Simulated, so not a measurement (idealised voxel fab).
Presented below is a process module, voxel fin reveal.
Shown is cross-section cut, with a width of 285 nm and square cells of size 5 nm.
The cross-sections in this document take the form of a grid made of square cells. They are written out as bands, in order from top to bottom. Each band consists of one or more rows of cells.
Per band: top height and bottom height in nm, followed by the left-to-right materials and their widths in nm; "everywhere" marks a single material spanning edge to edge, "empty" marks empty space.
Below 0: as-received wafer, all one material; heights counted from there. Lowest band: no bottom, goes on down, written "from 0 down".
The two numbers in a width such as "30..40" mark its ends across the band: the first belongs to the top row of cells, the second to the bottom row, and from each row to the next the width moves by the same amount.
You'll sometimes find "no modifications" written for a step, and that's the way of saying that nowhere in the cross-section did a cell change during that step.
For the entry "Closed void catalog", the listed items are empty spaces with no open way to the top whose size is 8 cells or more; each item follows the pattern width x height at distance, where distance is from the left edge and all three are in nm.
Where a step's line continues beyond its settings, the continuation is a remark by the simulator itself on that step.
The setting "overlay nm" may be written on the line of a step. When the step uses a mask, the value reports how far to the right of the planned place the mask lay, and a negative value reports that it lay to the left.
Structure of the following material. The material consists of pairs of cross-sections. Each pair comprises the cross-section before one process step and the cross-section after that step, the latter shown only down to the lowest band that changed. The step between the cross-sections is specified beneath each pair, including its settings. Pairs are not necessarily consecutive: they may derive from different runs of this module performed on the same starting wafer. Continuity with the pair above is to be assumed only where the entry headed "Prior state" of the pair in question states it.

### Prior state
from 10 to 0 | 95 SiN, then 15 SiO2, then 25 SiN, then 15 SiO2, then 25 SiN, then 15 SiO2, then 95 SiN
from 0 to -35 | 95 Si, then 15 SiO2, then 25 Si, then 15 SiO2, then 25 Si, then 15 SiO2, then 95 Si
from -35 down | Si everywhere
Closed void catalog: none

### Sectional View, Post-Process
from 10 to 0 | 95 SiN, then 15 empty, then 25 SiN, then 15 empty, then 25 SiN, then 15 empty, then 95 SiN
from 0 to -10 | 95 Si, then 15 empty, then 25 Si, then 15 empty, then 25 Si, then 15 empty, then 95 Si
All layers under -10 are left as they were.
Closed void catalog: none
The before and after cross-sections above are linked by SELECTIVE_ETCH,etch materials SiO2,depth nm 20

Prior state: The pre-step condition corresponds to the post-step cross-section depicted in the pair directly above.

### Sectional View, Post-Process
from 0 to -10 | 95 Si, then 15 empty, then 25 Si, then 15 empty, then 25 Si, then 15 empty, then 95 Si
All layers under -10 are left as they were.
Closed void catalog: none
The before and after cross-sections above are linked by STRIP,etch materials SiN

Prior state: The pre-step condition corresponds to the post-step cross-section depicted in the pair directly above.

### Sectional View, Post-Process
from 5 to 0 | 100 HfO2, then 5 empty, then 35 HfO2, then 5 empty, then 35 HfO2, then 5 empty, then 100 HfO2
from 0 to -5 | 95 Si, then 5 HfO2, then 5 empty, then 5 HfO2, then 25 Si, then 5 HfO2, then 5 empty, then 5 HfO2, then 25 Si, then 5 HfO2, then 5 empty, then 5 HfO2, then 95 Si
from -5 to -10 | 95 Si, then 15 HfO2, then 25 Si, then 15 HfO2, then 25 Si, then 15 HfO2, then 95 Si
All layers under -10 are left as they were.
Closed void catalog: none
The before and after cross-sections above are linked by CONFORMAL_DEP,material HfO2,thk nm 5
